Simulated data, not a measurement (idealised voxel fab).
Name of the process module below: voxel self aligned vias
The cross-section shown here is cut; it is 240 nm wide and divided into square cells measuring 5 nm on a side.
A cross-section is written here as square cells arranged in a grid, and it is given in bands from the top down, each band taking up one or more rows of cells. A band entry consists of two parts. The first gives the height of the band's top and the height of its bottom, in nm. The rest lists the band's materials from left to right, each with its width in nm. A single material labelled with the word "throughout" fills the band from edge to edge, and the word "empty" marks empty space. Measure heights from 0. That's the level where, below it, the as-received wafer is all one material. The lowest band is bottomless and extends downward; write it as in "0 down". Width spec "30->40" -> top row of cells at first value, bottom row at second value, equal per-row change in between. Reading "everything unchanged" for a step: not a cell of the cross-section changed in it. Under "Enclosed cavities" you'll find the enclosed gaps, the ones with no way out to the top, that are 8 cells or bigger; each reads width x height at distance, with distance counted from the left edge, everything in nm. Formally, on a step line, whatever follows the settings is a remark that the simulator itself makes on the step. overlay nm: mask right of planned place by this much (step with mask). Neg. = left.
plan:
1: RECEIVE: material Si
2: CONFORMAL_DEP: material SiO2, thk nm 10
3: CONFORMAL_DEP: material SiCN, thk nm 5
4: DIRECTIONAL_DEP: material SiO2, thk nm 25
5: PATTERN: tone open, mask id LINES, material resist, width nm 20, pitch nm 65, thk nm 15, overlay nm 0
6: DIRECTIONAL_ETCH: etch materials SiO2, depth nm 25
7: STRIP: etch materials resist
8: CONFORMAL_DEP: material TiN, thk nm 5
9: FILL_DEP: material W, thk nm 10
10: CMP: height nm 40
11: SELECTIVE_ETCH: etch materials W Ru TiN, depth nm 10
12: FILL_DEP: material SiN, thk nm 5
13: CMP: height nm 40
14: DIRECTIONAL_DEP: material SiO2, thk nm 15
15: DIRECTIONAL_DEP: material aC, thk nm 10
16: PATTERN: tone open, mask id VIAS, material resist, width nm 40, pitch nm 65, thk nm 30, overlay nm 0
17: DIRECTIONAL_ETCH: etch materials aC, depth nm 10
18: STRIP: etch materials resist
19: DIRECTIONAL_ETCH: etch materials SiO2, depth nm 15
20: DIRECTIONAL_ETCH: etch materials SiN, depth nm 10
21: STRIP: etch materials aC
22: CONFORMAL_DEP: material TiN, thk nm 5
23: FILL_DEP: material Ru, thk nm 5
24: CMP: height nm 55
25: CONFORMAL_DEP: material SiN, thk nm 5
The first of two wafers, run as planned:
Wafer as received: cross-section following step 1:
  0 down | Si throughout
  Enclosed cavities: none
The following cross-section depicts the wafer upon completion of step 2:
  10 to 0 | SiO2 throughout
  Rest of section, below 0: as before.
The following cross-section depicts the wafer upon completion of step 3:
  15 to 10 | SiCN throughout
  Rest of section, below 10: as before.
The following cross-section depicts the wafer upon completion of step 4:
  40 to 15 | SiO2 throughout
  Rest of section, below 15: as before.
The following cross-section depicts the wafer upon completion of step 5:
  55 to 40 | 75 nm resist | 20 nm empty | 45 nm resist | 20 nm empty | 80 nm resist
  Rest of section, below 40: as before.
The following cross-section depicts the wafer upon completion of step 6:
  55 to 40 | 75 nm resist | 20 nm empty | 45 nm resist | 20 nm empty | 80 nm resist
  40 to 15 | 75 nm SiO2 | 20 nm empty | 45 nm SiO2 | 20 nm empty | 80 nm SiO2
  Rest of section, below 15: as before.
The following cross-section depicts the wafer upon completion of step 7:
  40 to 15 | 75 nm SiO2 | 20 nm empty | 45 nm SiO2 | 20 nm empty | 80 nm SiO2
  Rest of section, below 15: as before.
The following cross-section depicts the wafer upon completion of step 8:
  45 to 40 | 80 nm TiN | 10 nm empty | 55 nm TiN | 10 nm empty | 85 nm TiN
  40 to 20 | 75 nm SiO2 | 5 nm TiN | 10 nm empty | 5 nm TiN | 45 nm SiO2 | 5 nm TiN | 10 nm empty | 5 nm TiN | 80 nm SiO2
  20 to 15 | 75 nm SiO2 | 20 nm TiN | 45 nm SiO2 | 20 nm TiN | 80 nm SiO2
  Rest of section, below 15: as before.
The following cross-section depicts the wafer upon completion of step 9:
  55 to 45 | W throughout
  45 to 40 | 80 nm TiN | 10 nm W | 55 nm TiN | 10 nm W | 85 nm TiN
  40 to 20 | 75 nm SiO2 | 5 nm TiN | 10 nm W | 5 nm TiN | 45 nm SiO2 | 5 nm TiN | 10 nm W | 5 nm TiN | 80 nm SiO2
  Rest of section, below 20: as before.
The following cross-section depicts the wafer upon completion of step 10:
  40 to 20 | 75 nm SiO2 | 5 nm TiN | 10 nm W | 5 nm TiN | 45 nm SiO2 | 5 nm TiN | 10 nm W | 5 nm TiN | 80 nm SiO2
  Rest of section, below 20: as before.
The following cross-section depicts the wafer upon completion of step 11:
  40 to 30 | 75 nm SiO2 | 20 nm empty | 45 nm SiO2 | 20 nm empty | 80 nm SiO2
  Rest of section, below 30: as before.
The following cross-section depicts the wafer upon completion of step 12:
  45 to 40 | SiN throughout
  40 to 30 | 75 nm SiO2 | 20 nm SiN | 45 nm SiO2 | 20 nm SiN | 80 nm SiO2
  Rest of section, below 30: as before.
The following cross-section depicts the wafer upon completion of step 13:
  40 to 30 | 75 nm SiO2 | 20 nm SiN | 45 nm SiO2 | 20 nm SiN | 80 nm SiO2
  Rest of section, below 30: as before.
The following cross-section depicts the wafer upon completion of step 14:
  55 to 40 | SiO2 throughout
  Rest of section, below 40: as before.
The following cross-section depicts the wafer upon completion of step 15:
  65 to 55 | aC throughout
  Rest of section, below 55: as before.
The following cross-section depicts the wafer upon completion of step 16:
  95 to 65 | 65 nm resist | 40 nm empty | 25 nm resist | 40 nm empty | 70 nm resist
  Rest of section, below 65: as before.
The following cross-section depicts the wafer upon completion of step 17:
  85 to 65 | 65 nm resist | 40 nm empty | 25 nm resist | 40 nm empty | 70 nm resist
  65 to 55 | 65 nm aC | 40 nm empty | 25 nm aC | 40 nm empty | 70 nm aC
  Rest of section, below 55: as before.
The following cross-section depicts the wafer upon completion of step 18:
  65 to 55 | 65 nm aC | 40 nm empty | 25 nm aC | 40 nm empty | 70 nm aC
  Rest of section, below 55: as before.
The following cross-section depicts the wafer upon completion of step 19:
  65 to 55 | 65 nm aC | 40 nm empty | 25 nm aC | 40 nm empty | 70 nm aC
  55 to 40 | 65 nm SiO2 | 40 nm empty | 25 nm SiO2 | 40 nm empty | 70 nm SiO2
  Rest of section, below 40: as before.
The following cross-section depicts the wafer upon completion of step 20:
  65 to 55 | 65 nm aC | 40 nm empty | 25 nm aC | 40 nm empty | 70 nm aC
  55 to 40 | 65 nm SiO2 | 40 nm empty | 25 nm SiO2 | 40 nm empty | 70 nm SiO2
  40 to 30 | 75 nm SiO2 | 20 nm empty | 45 nm SiO2 | 20 nm empty | 80 nm SiO2
  Rest of section, below 30: as before.
The following cross-section depicts the wafer upon completion of step 21:
  55 to 40 | 65 nm SiO2 | 40 nm empty | 25 nm SiO2 | 40 nm empty | 70 nm SiO2
  Rest of section, below 40: as before.
The following cross-section depicts the wafer upon completion of step 22:
  60 to 55 | 70 nm TiN | 30 nm empty | 35 nm TiN | 30 nm empty | 75 nm TiN
  55 to 45 | 65 nm SiO2 | 5 nm TiN | 30 nm empty | 5 nm TiN | 25 nm SiO2 | 5 nm TiN | 30 nm empty | 5 nm TiN | 70 nm SiO2
  45 to 35 | 65->75 nm SiO2 | 15->5 nm TiN | 10 nm empty | 15->5 nm TiN | 25->45 nm SiO2 | 15->5 nm TiN | 10 nm empty | 15->5 nm TiN | 70->80 nm SiO2
  35 to 30 | 75 nm SiO2 | 20 nm TiN | 45 nm SiO2 | 20 nm TiN | 80 nm SiO2
  Rest of section, below 30: as before.
The following cross-section depicts the wafer upon completion of step 23:
  65 to 60 | Ru throughout
  60 to 55 | 70 nm TiN | 30 nm Ru | 35 nm TiN | 30 nm Ru | 75 nm TiN
  55 to 45 | 65 nm SiO2 | 5 nm TiN | 30 nm Ru | 5 nm TiN | 25 nm SiO2 | 5 nm TiN | 30 nm Ru | 5 nm TiN | 70 nm SiO2
  45 to 35 | 65->75 nm SiO2 | 15->5 nm TiN | 10 nm Ru | 15->5 nm TiN | 25->45 nm SiO2 | 15->5 nm TiN | 10 nm Ru | 15->5 nm TiN | 70->80 nm SiO2
  Rest of section, below 35: as before.
The following cross-section depicts the wafer upon completion of step 24:
  55 to 45 | 65 nm SiO2 | 5 nm TiN | 30 nm Ru | 5 nm TiN | 25 nm SiO2 | 5 nm TiN | 30 nm Ru | 5 nm TiN | 70 nm SiO2
  Rest of section, below 45: as before.
The following cross-section depicts the wafer upon completion of step 25:
  60 to 55 | SiN throughout
  Rest of section, below 55: as before.
Second Wafer (Identical Start and Plan, One Processing Error; Matches First Wafer Through Step 15):
Second wafer: cross-section at the scheduled end of step 16:
  95 to 65 | 75 nm resist | 40 nm empty | 25 nm resist | 40 nm empty | 60 nm resist
  Rest of section, below 65: as before.
Second wafer: cross-section at the scheduled end of step 17:
  85 to 65 | 75 nm resist | 40 nm empty | 25 nm resist | 40 nm empty | 60 nm resist
  65 to 55 | 75 nm aC | 40 nm empty | 25 nm aC | 40 nm empty | 60 nm aC
  Rest of section, below 55: as before.
Second wafer: cross-section at the scheduled end of step 18:
  65 to 55 | 75 nm aC | 40 nm empty | 25 nm aC | 40 nm empty | 60 nm aC
  Rest of section, below 55: as before.
Second wafer: cross-section at the scheduled end of step 19:
  65 to 55 | 75 nm aC | 40 nm empty | 25 nm aC | 40 nm empty | 60 nm aC
  55 to 40 | 75 nm SiO2 | 40 nm empty | 25 nm SiO2 | 40 nm empty | 60 nm SiO2
  Rest of section, below 40: as before.
Second wafer: cross-section at the scheduled end of step 20:
  65 to 55 | 75 nm aC | 40 nm empty | 25 nm aC | 40 nm empty | 60 nm aC
  55 to 40 | 75 nm SiO2 | 40 nm empty | 25 nm SiO2 | 40 nm empty | 60 nm SiO2
  40 to 30 | 75 nm SiO2 | 20 nm empty | 45 nm SiO2 | 20 nm empty | 80 nm SiO2
  Rest of section, below 30: as before.
Second wafer: cross-section at the scheduled end of step 21:
  55 to 40 | 75 nm SiO2 | 40 nm empty | 25 nm SiO2 | 40 nm empty | 60 nm SiO2
  Rest of section, below 40: as before.
Second wafer: cross-section at the scheduled end of step 22:
  60 to 55 | 80 nm TiN | 30 nm empty | 35 nm TiN | 30 nm empty | 65 nm TiN
  55 to 45 | 75 nm SiO2 | 5 nm TiN | 30 nm empty | 5 nm TiN | 25 nm SiO2 | 5 nm TiN | 30 nm empty | 5 nm TiN | 60 nm SiO2
  45 to 35 | 75 nm SiO2 | 5 nm TiN | 10 nm empty | 25->5 nm TiN | 25->45 nm SiO2 | 5 nm TiN | 10 nm empty | 25->5 nm TiN | 60->80 nm SiO2
  35 to 30 | 75 nm SiO2 | 20 nm TiN | 45 nm SiO2 | 20 nm TiN | 80 nm SiO2
  Rest of section, below 30: as before.
Second wafer: cross-section at the scheduled end of step 23:
  65 to 60 | Ru throughout
  60 to 55 | 80 nm TiN | 30 nm Ru | 35 nm TiN | 30 nm Ru | 65 nm TiN
  55 to 45 | 75 nm SiO2 | 5 nm TiN | 30 nm Ru | 5 nm TiN | 25 nm SiO2 | 5 nm TiN | 30 nm Ru | 5 nm TiN | 60 nm SiO2
  45 to 35 | 75 nm SiO2 | 5 nm TiN | 10 nm Ru | 25->5 nm TiN | 25->45 nm SiO2 | 5 nm TiN | 10 nm Ru | 25->5 nm TiN | 60->80 nm SiO2
  Rest of section, below 35: as before.
Second wafer: cross-section at the scheduled end of step 24:
  55 to 45 | 75 nm SiO2 | 5 nm TiN | 30 nm Ru | 5 nm TiN | 25 nm SiO2 | 5 nm TiN | 30 nm Ru | 5 nm TiN | 60 nm SiO2
  Rest of section, below 45: as before.
Second wafer: cross-section at the scheduled end of step 25:
  60 to 55 | SiN throughout
  Rest of section, below 55: as before.
Against the plan, the run slipped here: step 16 did not use the planned setting and instead ran as PATTERN: tone open, mask id VIAS, material resist, width nm 40, pitch nm 65, thk nm 30, overlay nm 10
In the final comparison it is observed that the number of cells assigned to each material is identical for the two wafers, whereas their placement is not.
